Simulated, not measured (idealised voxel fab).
process module | voxel local oxidation
Cross-sectional view cut (width: 170 nm; square cell size: 5 nm).
Cross-section format: a grid of square cells, given as bands from top to bottom; each band is one or more rows of cells. Band: top and bottom heights (nm) first, top before bottom; then materials from left to right, widths in nm. "all across" marks a sole material filling the band edge to edge. "blank" denotes empty space. The reference from which all heights are counted is 0, the level beneath which the as-received wafer is entirely one material; the lowest band, having no lower bound, proceeds downward and is written after the example "0..down". With a width like "30->40", each row of cells in the band differs from the next by the same amount, the top row carrying the first number and the bottom row the second. Key: "no change" - step with no changed cell in the cross-section. Heads up: "Completely enclosed voids" only lists the empty pockets with no open path to the top that are 8 cells or more, and it writes them as width x height at distance, distance from the left edge, in nm. Past the settings on a step's line: simulator remark, on that step. "overlay nm" denotes, for a step that has a mask, the displacement of the mask to the right of its planned place, with negative values corresponding to the left.
INTENDED PROCESS STEPS
1,RECEIVE with material Si
2,OXIDIZE with depth nm 5
3,CONFORMAL_DEP with material SiN, thk nm 10
4,MASKED_ETCH with tone cover, mask id ACTIVE, width nm 100, etch materials SiN, depth nm 10, overlay nm 0
5,SELECTIVE_ETCH with etch materials SiO2, depth nm 5
6,OXIDIZE with depth nm 10
7,STRIP with etch materials SiN
FIRST WAFER OUT OF TWO, PROCESSED AS PLANNED
DELIVERED WAFER IN CROSS-SECTION: STATE AFTER STEP 1
	0..down: Si all across
	Completely enclosed voids: none
TAKE A LOOK AT THE WAFER'S CROSS-SECTION AFTER STEP 2
	0..-5: SiO2 all across
	Whatever lies below -5 is exactly as it was before.
TAKE A LOOK AT THE WAFER'S CROSS-SECTION AFTER STEP 3
	10..0: SiN all across
	Whatever lies below 0 is exactly as it was before.
TAKE A LOOK AT THE WAFER'S CROSS-SECTION AFTER STEP 4
	10..0: blank (35); SiN (100); blank (35)
	Whatever lies below 0 is exactly as it was before.
TAKE A LOOK AT THE WAFER'S CROSS-SECTION AFTER STEP 5
	10..0: blank (35); SiN (100); blank (35)
	0..-5: blank (40); SiO2 (90); blank (40)
	Whatever lies below -5 is exactly as it was before.
TAKE A LOOK AT THE WAFER'S CROSS-SECTION AFTER STEP 6
	10..0: blank (35); SiN (100); blank (35)
	0..-5: blank (40); SiO2 (90); blank (40)
	-5..-15: SiO2 (50); Si (70); SiO2 (50)
	Whatever lies below -15 is exactly as it was before.
TAKE A LOOK AT THE WAFER'S CROSS-SECTION AFTER STEP 7
	0..-5: blank (40); SiO2 (90); blank (40)
	Whatever lies below -5 is exactly as it was before.
SECOND WAFER: SAME START AND SAME PLAN AS THE FIRST, ONE EXECUTION ERROR; IDENTICAL TO THE FIRST THROUGH STEP 2
Cross-section: second wafer, time at which step 3 was scheduled to end: no change
Cross-section: second wafer, time at which step 4 was scheduled to end: no change
CROSS-SECTION: SECOND WAFER, TIME AT WHICH STEP 5 WAS SCHEDULED TO END
	-5..down: Si all across
CROSS-SECTION: SECOND WAFER, TIME AT WHICH STEP 6 WAS SCHEDULED TO END
	-5..-15: SiO2 all across
	Whatever lies below -15 is exactly as it was before.
Cross-section: second wafer, time at which step 7 was scheduled to end: no change
Misprocessing identified: not run: step 3 of the plan (skipped)
FYI, end of process, the second wafer has more or fewer cells of some materials than the first: Si -28, SiO2 +10
